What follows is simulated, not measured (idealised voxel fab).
Documented hereafter: the process module known as voxel capacitor over wiring.
This is section cut - it's 180 nm across, gridded in 5 nm square cells.
Bands, listed from the top down, are how a cross-section gets written in this document; the cross-section itself is a grid of square cells, and a band is one or more rows of them.
Heights first: top, then bottom, in nm. Then materials, left to right, each with a width in nm. "everywhere" on a single material: fills the band edge to edge. "air": empty space.
Convention: height 0 is the level below which the wafer, as received, is all one material. The lowest band does not terminate at the bottom but continues downward, represented as "0..down".
Graded width ("30..40"): value in top row of band = first number; value in bottom row = second number; row-to-row change constant.
Given "stayed the same" for a step, no cell of the cross-section differs between before and after that step.
Any empty space of 8 cells or more lacking an open way to the top shows up in "Encapsulated voids" as width x height at distance, distance from the left edge, in nm.
Past the settings on a step's line: simulator remark, on that step.
The setting "overlay nm" may be written on the line of a step. When the step uses a mask, the value reports how far to the right of the planned place the mask lay, and a negative value reports that it lay to the left.

**So here's the lineup of process steps we planned**
- 1: RECEIVE: material Si
- 2: CONFORMAL_DEP: material SiO2, thk nm 15
- 3: DIRECTIONAL_DEP: material TiN, thk nm 5
- 4: DIRECTIONAL_DEP: material W, thk nm 20
- 5: MASKED_ETCH: tone cover, mask id METAL_1, width nm 20, pitch nm 75, etch materials W, depth nm 20, overlay nm 0
- 6: MASKED_ETCH: tone cover, mask id METAL_1, width nm 20, pitch nm 75, etch materials TiN, depth nm 5, overlay nm 0
- 7: CONFORMAL_DEP: material SiCN, thk nm 5
- 8: FILL_DEP: material SiO2, thk nm 10
- 9: CMP: height nm 40
- 10: CONFORMAL_DEP: material SiCN, thk nm 5
- 11: DIRECTIONAL_DEP: material lowk, thk nm 20
- 12: DIRECTIONAL_DEP: material aC, thk nm 10
- 13: PATTERN: tone open, mask id PLUG_1, material resist, width nm 15, thk nm 25, overlay nm 0
- 14: DIRECTIONAL_ETCH: etch materials aC, depth nm 10
- 15: STRIP: etch materials resist
- 16: DIRECTIONAL_ETCH: etch materials lowk, depth nm 20
- 17: DIRECTIONAL_ETCH: etch materials SiCN, depth nm 5
- 18: STRIP: etch materials aC
- 19: CONFORMAL_DEP: material TiN, thk nm 5
- 20: FILL_DEP: material Ru, thk nm 5
- 21: CMP: height nm 65
- 22: DIRECTIONAL_DEP: material TiN, thk nm 5
- 23: DIRECTIONAL_DEP: material HfO2, thk nm 5
- 24: DIRECTIONAL_DEP: material TiN, thk nm 5
- 25: MASKED_ETCH: tone cover, mask id UPPER_PLATE, width nm 60, etch materials TiN, depth nm 5, overlay nm 0
- 26: MASKED_ETCH: tone cover, mask id UPPER_PLATE, width nm 60, etch materials HfO2, depth nm 5, overlay nm 0
- 27: MASKED_ETCH: tone cover, mask id LOWER_PLATE, width nm 70, etch materials TiN, depth nm 5, overlay nm 0
- 28: FILL_DEP: material SiO2, thk nm 20
- 29: CMP: height nm 95
- 30: PATTERN: tone open, mask id PLUG_2, material resist, width nm 15, thk nm 20, overlay nm 0
- 31: DIRECTIONAL_ETCH: etch materials SiO2, depth nm 15
- 32: STRIP: etch materials resist
- 33: CONFORMAL_DEP: material TiN, thk nm 5
- 34: FILL_DEP: material Ru, thk nm 10
- 35: CMP: height nm 95
- 36: CONFORMAL_DEP: material SiN, thk nm 5

**Incoming wafer in cross-section (state: after step 1)**
* 0..down = Si everywhere
* Encapsulated voids: none

**Wafer cross-section at end of module: start and plan as shown above, one execution error**
* 100..95 = SiN everywhere
* 95..85 = 55 of SiO2, 5 of TiN, 5 of Ru, 5 of TiN, 110 of SiO2
* 85..75 = 55..45 of SiO2, 15..60 of TiN, 110..75 of SiO2
* 75..70 = 45 of SiO2, 60 of HfO2, 75 of SiO2
* 70..65 = 40 of SiO2, 70 of TiN, 70 of SiO2
* 65..45 = 45 of lowk, 5 of TiN, 5 of Ru, 5 of TiN, 120 of lowk
* 45..40 = 45 of SiCN, 15 of TiN, 120 of SiCN
* 40..25 = 35 of SiO2, 5 of SiCN, 20 of W, 5 of SiCN, 45 of SiO2, 5 of SiCN, 20 of W, 5 of SiCN, 40 of SiO2
* 25..20 = 25 of SiO2, 15 of SiCN, 20 of W, 5 of SiCN, 35 of SiO2, 15 of SiCN, 20 of W, 5 of SiCN, 40 of SiO2
* 20..15 = 30 of SiCN, 30 of TiN, 45 of SiCN, 30 of TiN, 45 of SiCN
* 15..0 = SiO2 everywhere
* 0..down = Si everywhere
* Encapsulated voids: none
Which mistake was made when the wafer was run? step 6 ran with different settings than intended, the actual operation and settings being MASKED_ETCH: tone cover, mask id METAL_1, width nm 20, pitch nm 75, etch materials TiN, depth nm 5, overlay nm -10
